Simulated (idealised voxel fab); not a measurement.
Proc. module: voxel transistor to metal
Section cut is 165 nm wide and gridded with 5 nm square cells.
Cross-section spec: square-cell grid; bands listed top down; each band is one or more rows.
What a band's entry tells you: where the top is and where the bottom is, as heights in nm, and after that what lies inside, material by material from left to right, each with its width in nm. Empty space is written as the word "empty", and a single material marked with the word "full width" occupies the band from edge to edge.
Zero point of the height axis is 0; under it, received wafer = one material. Lowest band: continues down indefinitely, "z 0 and below".
Width "30 to 40": first value at the band's top row of cells, second value at its bottom row, equal change from row to row.
What does "no change occurred" mean for a step? It means no cell of the cross-section changed in that step.
The entry titled "Sealed voids" provides the empty spaces that have no open way to the top, restricted to those of 8 cells or more. Each is presented as width x height at distance, the distance being measured from the left edge, with all three in nm.
Where a step's line continues beyond its settings, the continuation is a remark by the simulator itself on that step.
What "overlay nm" on a step's line means: if the step has a mask, that mask lay this far to the right of its planned place, or, when the value is negative, to the left.

## Steps in the process plan
1) RECEIVE,material Si
2) OXIDIZE,depth nm 5
3) CONFORMAL_DEP,material SiN,thk nm 10
4) MASKED_ETCH,tone cover,mask id ACTIVE,width nm 115,etch materials SiN,depth nm 10,overlay nm 0
5) MASKED_ETCH,tone cover,mask id ACTIVE,width nm 115,etch materials SiO2,depth nm 5,overlay nm 0
6) MASKED_ETCH,tone cover,mask id ACTIVE,width nm 115,etch materials Si,depth nm 35,overlay nm 0
7) OXIDIZE,depth nm 5
8) FILL_DEP,material SiO2,thk nm 15
9) CMP,height nm 10
10) SELECTIVE_ETCH,etch materials SiO2,depth nm 10
11) STRIP,etch materials SiN
12) SELECTIVE_ETCH,etch materials SiO2,depth nm 5
13) OXIDIZE,depth nm 5
14) DIRECTIONAL_DEP,material polySi,thk nm 25
15) DIRECTIONAL_DEP,material SiCN,thk nm 10
16) MASKED_ETCH,tone cover,mask id GATE,width nm 35,etch materials SiCN,depth nm 20,overlay nm 0
17) MASKED_ETCH,tone cover,mask id GATE,width nm 35,etch materials polySi,depth nm 35,overlay nm 0
18) CONFORMAL_DEP,material SiN,thk nm 10
19) DIRECTIONAL_ETCH,etch materials SiN,depth nm 10
20) DIRECTIONAL_ETCH,etch materials SiO2,depth nm 5
21) DIRECTIONAL_ETCH,etch materials Si,depth nm 5
22) EPI,material SiGe,thk nm 5
23) FILL_DEP,material SiO2,thk nm 10
24) CMP,height nm 20
25) STRIP,etch materials polySi
26) SELECTIVE_ETCH,etch materials SiO2,depth nm 5
27) CONFORMAL_DEP,material HfO2,thk nm 5
28) CONFORMAL_DEP,material TiN,thk nm 5
29) FILL_DEP,material W,thk nm 5
30) CMP,height nm 15
31) DIRECTIONAL_DEP,material SiO2,thk nm 10
32) DIRECTIONAL_DEP,material aC,thk nm 10
33) PATTERN,tone open,mask id CONTACT,material resist,width nm 20,pitch nm 85,thk nm 30,overlay nm 0
34) DIRECTIONAL_ETCH,etch materials aC,depth nm 10
35) STRIP,etch materials resist
36) DIRECTIONAL_ETCH,etch materials SiO2,depth nm 35
37) STRIP,etch materials aC
38) CONFORMAL_DEP,material TiN,thk nm 5
39) FILL_DEP,material W,thk nm 5
40) CMP,height nm 25
41) DIRECTIONAL_DEP,material TiN,thk nm 5
42) DIRECTIONAL_DEP,material W,thk nm 25
43) MASKED_ETCH,tone cover,mask id METAL_1,width nm 20,pitch nm 85,etch materials W,depth nm 25,overlay nm 0
44) MASKED_ETCH,tone cover,mask id METAL_1,width nm 15,pitch nm 85,etch materials TiN,depth nm 5,overlay nm 0
45) CONFORMAL_DEP,material SiN,thk nm 5
46) FILL_DEP,material lowk,thk nm 5
47) CMP,height nm 55
48) CONFORMAL_DEP,material SiCN,thk nm 5
For this document, wafers share an identical start and vary in the step 44 width nm; the plan quotes the first wafer's value.

## Received condition of the first of several wafers, sectioned: post-step 1
* z 0 and below: Si full width
* Sealed voids: none

## Rows = wafers. At module end, each row lists per material the cells gained (+) or lost (-) since the wafer was received, then the closed voids
width nm 15; +17 HfO2; -160 Si; +33 SiCN; +12 SiGe; +61 SiN; +204 SiO2; +51 TiN; +73 W; +105 lowk; Sealed voids: none
width nm 20; +17 HfO2; -160 Si; +33 SiCN; +12 SiGe; +61 SiN; +204 SiO2; +51 TiN; +73 W; +105 lowk; Sealed voids: none
width nm 25; +17 HfO2; -160 Si; +33 SiCN; +12 SiGe; +61 SiN; +204 SiO2; +53 TiN; +73 W; +103 lowk; Sealed voids: none
width nm 30; +17 HfO2; -160 Si; +33 SiCN; +12 SiGe; +61 SiN; +204 SiO2; +55 TiN; +73 W; +101 lowk; Sealed voids: none
width nm 35; +17 HfO2; -160 Si; +33 SiCN; +12 SiGe; +61 SiN; +204 SiO2; +57 TiN; +73 W; +99 lowk; Sealed voids: none
